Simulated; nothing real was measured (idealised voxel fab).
process module | voxel transistor to metal
cross-section cut | 165 nm wide | cells 5 nm
A cross-section is a grid of square cells, given in bands from the top down. A band is one or more rows of cells.
Each band's line starts with the height of the band's top and of its bottom, in nm. Then come its materials from left to right, each with its width in nm. One material with "throughout" fills the band from edge to edge. "air" is empty space.
Height 0 is the level under which the wafer as received is all one material. The lowest band goes on downwards, as in "0 down".
A width such as "30 to 40" changes by the same amount from each row of cells to the next, from the band's top row to its bottom row.
"no change" after a step means that no cell of the cross-section changed.
closed voids: empty space of 8 cells or more with no open way to the top, each as width x height at its distance from the left edge, in nm
after a step's settings: what the simulator itself notes on the step
overlay nm, on a step with a mask: how far to the right of its planned place the mask lay; to the left if negative
plan
1 op RECEIVE | material Si
2 op CONFORMAL_DEP | material SiO2 | thk nm 5
3 op CONFORMAL_DEP | material SiN | thk nm 10
4 op MASKED_ETCH | tone cover | mask id ACTIVE | width nm 105 | etch materials SiN | depth nm 10 | overlay nm 0
5 op MASKED_ETCH | tone cover | mask id ACTIVE | width nm 105 | etch materials SiO2 | depth nm 5 | overlay nm 0
6 op MASKED_ETCH | tone cover | mask id ACTIVE | width nm 105 | etch materials Si | depth nm 30 | overlay nm 0
7 op FILL_DEP | material SiO2 | thk nm 5
8 op CMP | height nm 15
9 op SELECTIVE_ETCH | etch materials SiO2 | depth nm 10
10 op STRIP | etch materials SiN
11 op SELECTIVE_ETCH | etch materials SiO2 | depth nm 5
12 op OXIDIZE | depth nm 5
13 op DIRECTIONAL_DEP | material polySi | thk nm 25
14 op DIRECTIONAL_DEP | material SiCN | thk nm 15
15 op PATTERN | tone cover | mask id GATE | material resist | width nm 15 | thk nm 20 | overlay nm 0
16 op DIRECTIONAL_ETCH | etch materials SiCN | depth nm 25
17 op DIRECTIONAL_ETCH | etch materials polySi | depth nm 35
18 op STRIP | etch materials resist
19 op CONFORMAL_DEP | material SiO2 | thk nm 5
20 op DIRECTIONAL_ETCH | etch materials SiO2 | depth nm 5
21 op CONFORMAL_DEP | material SiN | thk nm 5
22 op DIRECTIONAL_ETCH | etch materials SiN | depth nm 5
23 op DIRECTIONAL_ETCH | etch materials SiO2 | depth nm 5
24 op DIRECTIONAL_ETCH | etch materials Si | depth nm 10
25 op EPI | material pSi | thk nm 15
26 op FILL_DEP | material SiO2 | thk nm 5
27 op CMP | height nm 40
28 op DIRECTIONAL_DEP | material SiO2 | thk nm 10
29 op DIRECTIONAL_DEP | material aC | thk nm 10
30 op PATTERN | tone open | mask id CONTACT | material resist | width nm 30 | pitch nm 55 | thk nm 25 | overlay nm 0
31 op DIRECTIONAL_ETCH | etch materials aC | depth nm 10
32 op STRIP | etch materials resist
33 op DIRECTIONAL_ETCH | etch materials SiO2 | depth nm 50
34 op STRIP | etch materials aC
35 op CONFORMAL_DEP | material TiN | thk nm 5
36 op FILL_DEP | material W | thk nm 10
37 op CMP | height nm 50
38 op DIRECTIONAL_DEP | material TiN | thk nm 5
39 op DIRECTIONAL_DEP | material W | thk nm 20
40 op MASKED_ETCH | tone cover | mask id METAL_1 | width nm 15 | pitch nm 70 | etch materials W | depth nm 20 | overlay nm 0
41 op MASKED_ETCH | tone cover | mask id METAL_1 | width nm 15 | pitch nm 70 | etch materials TiN | depth nm 5 | overlay nm 0
42 op FILL_DEP | material lowk | thk nm 10
43 op CMP | height nm 75
44 op CONFORMAL_DEP | material SiCN | thk nm 5
45 op DIRECTIONAL_DEP | material lowk | thk nm 25
46 op MASKED_ETCH | tone open | mask id METAL_2 | width nm 15 | pitch nm 70 | etch materials lowk | depth nm 15 | overlay nm 0
47 op MASKED_ETCH | tone open | mask id METAL_2_HOLES | width nm 15 | pitch nm 70 | etch materials lowk | depth nm 10 | overlay nm 0
48 op MASKED_ETCH | tone open | mask id METAL_2_HOLES | width nm 15 | pitch nm 70 | etch materials SiCN | depth nm 5 | overlay nm 0
49 op CONFORMAL_DEP | material TiN | thk nm 5
50 op FILL_DEP | material Cu | thk nm 10
51 op CMP | height nm 105
52 op CONFORMAL_DEP | material SiCN | thk nm 5
as received, after step 1
  0 down: Si throughout
  closed voids: none
a wafer at the end: this start, this plan, one mistake
  110 to 105: SiCN throughout
  105 to 95: lowk 40 | TiN 5 | Cu 15 to 5 | TiN 5 to 15 | lowk 45 | TiN 5 | Cu 15 to 5 | TiN 5 to 15 | lowk 30
  95 to 90: lowk 40 | TiN 15 | lowk 55 | TiN 15 | lowk 40
  90 to 80: lowk 50 | TiN 5 | lowk 65 | TiN 5 | lowk 40
  80 to 75: SiCN 50 | TiN 5 | SiCN 65 | TiN 5 | SiCN 40
  75 to 55: lowk 40 | W 15 | lowk 55 | W 15 | lowk 40
  55 to 50: lowk 40 | TiN 15 | lowk 55 | TiN 15 | lowk 40
  50 to 40: SiO2 40 | TiN 5 | W 20 to 15 | TiN 5 to 10 | SiO2 25 | TiN 5 to 10 | W 20 to 15 | TiN 5 | SiO2 40
  40 to 25: SiO2 40 | TiN 5 | W 15 | TiN 5 | SiN 5 | SiO2 5 | SiCN 15 | SiO2 5 | SiN 5 | TiN 5 | W 15 | TiN 5 | SiO2 40
  25 to 15: SiO2 40 | TiN 5 | W 15 | TiN 5 | SiN 5 | SiO2 5 | polySi 15 | SiO2 5 | SiN 5 | TiN 5 | W 15 | TiN 5 | SiO2 40
  15 to 10: SiO2 40 | TiN 25 | SiN 5 | SiO2 5 | polySi 15 | SiO2 5 | SiN 5 | TiN 25 | SiO2 40
  10 to 0: SiO2 40 | TiN 10 | pSi 15 | SiN 5 | SiO2 5 | polySi 15 | SiO2 5 | SiN 5 | pSi 15 | TiN 10 | SiO2 40
  0 to -5: SiO2 25 | pSi 40 | SiO2 35 | pSi 40 | SiO2 25
  -5 to -15: SiO2 30 | pSi 35 | Si 35 | pSi 35 | SiO2 30
  -15 to -30: SiO2 30 | Si 105 | SiO2 30
  -30 down: Si throughout
  closed voids: none
what went wrong: step 47 ran as: op MASKED_ETCH | tone open | mask id METAL_2_HOLES | width nm 15 | pitch nm 70 | etch materials lowk | depth nm 10 | overlay nm 10
